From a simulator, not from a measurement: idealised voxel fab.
Process module heading - voxel ribs on slabs
Square cell edge 5 nm, section width 265 nm, ID cut.
Cross-section format: a grid of square cells, given as bands from top to bottom; each band is one or more rows of cells.
Band: top and bottom heights (nm) first, top before bottom; then materials from left to right, widths in nm. "edge to edge" marks a sole material filling the band edge to edge. "blank" denotes empty space.
Heights are reckoned from 0. Under this level, the received wafer is all of one material. The bottommost band is open-ended downward, for example "0 -> down".
With a width like "30..40", each row of cells in the band differs from the next by the same amount, the top row carrying the first number and the bottom row the second.
The cross-section has no changed cell in any step marked "remained the same".
What "Unvented voids" gives you is every empty space of 8 cells or more that is cut off from the top. Each appears as width x height at distance, with the distance taken from the left edge and width, height and distance all in nm.
Note: text after step settings on the step line = simulator remark on that step.
"overlay nm", when on a step's line for a step with a mask, measures how far to the right of its planned place the mask lay; a negative measure means to the left.

Process steps (planned)
1 RECEIVE: material Si
2 DIRECTIONAL_DEP: material SiO2, thk nm 30
3 DIRECTIONAL_DEP: material polySi, thk nm 20
4 DIRECTIONAL_DEP: material aC, thk nm 15
5 PATTERN: tone cover, mask id RIB, material resist, width nm 30, thk nm 35, overlay nm 0
6 DIRECTIONAL_ETCH: etch materials aC, depth nm 15
7 STRIP: etch materials resist
8 DIRECTIONAL_ETCH: etch materials polySi, depth nm 10
9 STRIP: etch materials aC
10 DIRECTIONAL_DEP: material aC, thk nm 10
11 PATTERN: tone cover, mask id SLAB, material resist, width nm 80, thk nm 25, overlay nm 0
12 DIRECTIONAL_ETCH: etch materials aC, depth nm 10
13 STRIP: etch materials resist
14 DIRECTIONAL_ETCH: etch materials polySi, depth nm 10
15 STRIP: etch materials aC
16 FILL_DEP: material SiO2, thk nm 25
17 CMP: height nm 70
18 DIRECTIONAL_DEP: material W, thk nm 10
19 MASKED_ETCH: tone cover, mask id HEATER, width nm 40, etch materials W, depth nm 10, overlay nm 0
20 CONFORMAL_DEP: material SiO2, thk nm 10

Incoming wafer, cross-sectional view, post step 1
* 0 -> down | Si edge to edge
* Unvented voids: none

End-of-module cross-section of the first of two wafers, processed as planned
* 90 -> 80 | blank (100) | SiO2 (60) | blank (105)
* 80 -> 70 | SiO2 (110) | W (40) | SiO2 (115)
* 70 -> 50 | SiO2 edge to edge
* 50 -> 40 | SiO2 (115) | polySi (30) | SiO2 (120)
* 40 -> 30 | SiO2 (90) | polySi (80) | SiO2 (95)
* 30 -> 0 | SiO2 edge to edge
* 0 -> down | Si edge to edge
* Unvented voids: none

Module end: cross-section of wafer two of two. Same start and process plan as the first wafer. One mistake during execution
* 90 -> 80 | blank (100) | SiO2 (60) | blank (105)
* 80 -> 70 | SiO2 (110) | W (40) | SiO2 (115)
* 70 -> 50 | W edge to edge
* 50 -> 40 | W (115) | polySi (30) | W (120)
* 40 -> 30 | W (90) | polySi (80) | W (95)
* 30 -> 0 | SiO2 edge to edge
* 0 -> down | Si edge to edge
* Unvented voids: none
What was done differently from what was planned? step 16 was run on a setting that differed from the plan, and what really ran there is FILL_DEP: material W, thk nm 25
Final cells, second wafer relative to first, materials higher or lower: 380 fewer of SiO2; 380 more of W
